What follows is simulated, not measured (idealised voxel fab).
process module | voxel self aligned contacts
cross-section cut | 160 nm wide | cells 5 nm
A cross-section is a grid of square cells, given in bands from the top down. A band is one or more rows of cells.
Each band's line starts with the height of the band's top and of its bottom, in nm. Then come its materials from left to right, each with its width in nm. One material with "throughout" fills the band from edge to edge. "air" is empty space.
Height 0 is the level under which the wafer as received is all one material. The lowest band goes on downwards, as in "0 down".
A width such as "30 to 40" changes by the same amount from each row of cells to the next, from the band's top row to its bottom row.
"no change" after a step means that no cell of the cross-section changed.
closed voids: empty space of 8 cells or more with no open way to the top, each as width x height at its distance from the left edge, in nm
after a step's settings: what the simulator itself notes on the step
overlay nm, on a step with a mask: how far to the right of its planned place the mask lay; to the left if negative
plan
1 op RECEIVE | material Si
2 op OXIDIZE | depth nm 5
3 op DIRECTIONAL_DEP | material polySi | thk nm 25
4 op DIRECTIONAL_DEP | material SiN | thk nm 20
5 op DIRECTIONAL_DEP | material aC | thk nm 10
6 op PATTERN | tone cover | mask id GATE | material resist | width nm 30 | pitch nm 75 | thk nm 25 | overlay nm 0
7 op DIRECTIONAL_ETCH | etch materials aC | depth nm 10
8 op STRIP | etch materials resist
9 op DIRECTIONAL_ETCH | etch materials SiN | depth nm 20
10 op DIRECTIONAL_ETCH | etch materials polySi | depth nm 25
11 op STRIP | etch materials aC
12 op CONFORMAL_DEP | material SiN | thk nm 10
13 op DIRECTIONAL_ETCH | etch materials SiN | depth nm 10
14 op FILL_DEP | material SiO2 | thk nm 15
15 op CMP | height nm 50
16 op DIRECTIONAL_DEP | material aC | thk nm 15
17 op PATTERN | tone open | mask id CONTACT | material resist | width nm 55 | thk nm 35 | overlay nm 0
18 op DIRECTIONAL_ETCH | etch materials aC | depth nm 15
19 op STRIP | etch materials resist
20 op DIRECTIONAL_ETCH | etch materials SiO2 | depth nm 55
21 op STRIP | etch materials aC
22 op CONFORMAL_DEP | material TiN | thk nm 5
23 op FILL_DEP | material Ru | thk nm 10
24 op CMP | height nm 50
25 op CONFORMAL_DEP | material SiCN | thk nm 5
as received, after step 1
  0 down: Si throughout
  closed voids: none
first wafer at the end, as planned
  55 to 50: SiCN throughout
  50 to 45: SiO2 50 | TiN 20 | Ru 15 | TiN 20 | SiO2 55
  45 to 25: SiO2 15 | SiN 50 | TiN 5 | Ru 15 | TiN 5 | SiN 50 | SiO2 20
  25 to 0: SiO2 15 | SiN 10 | polySi 30 | SiN 10 | TiN 5 | Ru 15 | TiN 5 | SiN 10 | polySi 30 | SiN 10 | SiO2 20
  0 to -5: SiO2 65 | TiN 25 | SiO2 70
  -5 down: Si throughout
  closed voids: none
second wafer at the end: like start, like plan, one mistake
  55 to 50: TiN throughout
  50 to 45: SiO2 50 | TiN 20 | Ru 15 | TiN 20 | SiO2 55
  45 to 25: SiO2 15 | SiN 50 | TiN 5 | Ru 15 | TiN 5 | SiN 50 | SiO2 20
  25 to 0: SiO2 15 | SiN 10 | polySi 30 | SiN 10 | TiN 5 | Ru 15 | TiN 5 | SiN 10 | polySi 30 | SiN 10 | SiO2 20
  0 to -5: SiO2 65 | TiN 25 | SiO2 70
  -5 down: Si throughout
  closed voids: none
what went wrong: step 25 ran as: op CONFORMAL_DEP | material TiN | thk nm 5
at the end the second wafer has, in cells: 32 fewer of SiCN | 32 more of TiN
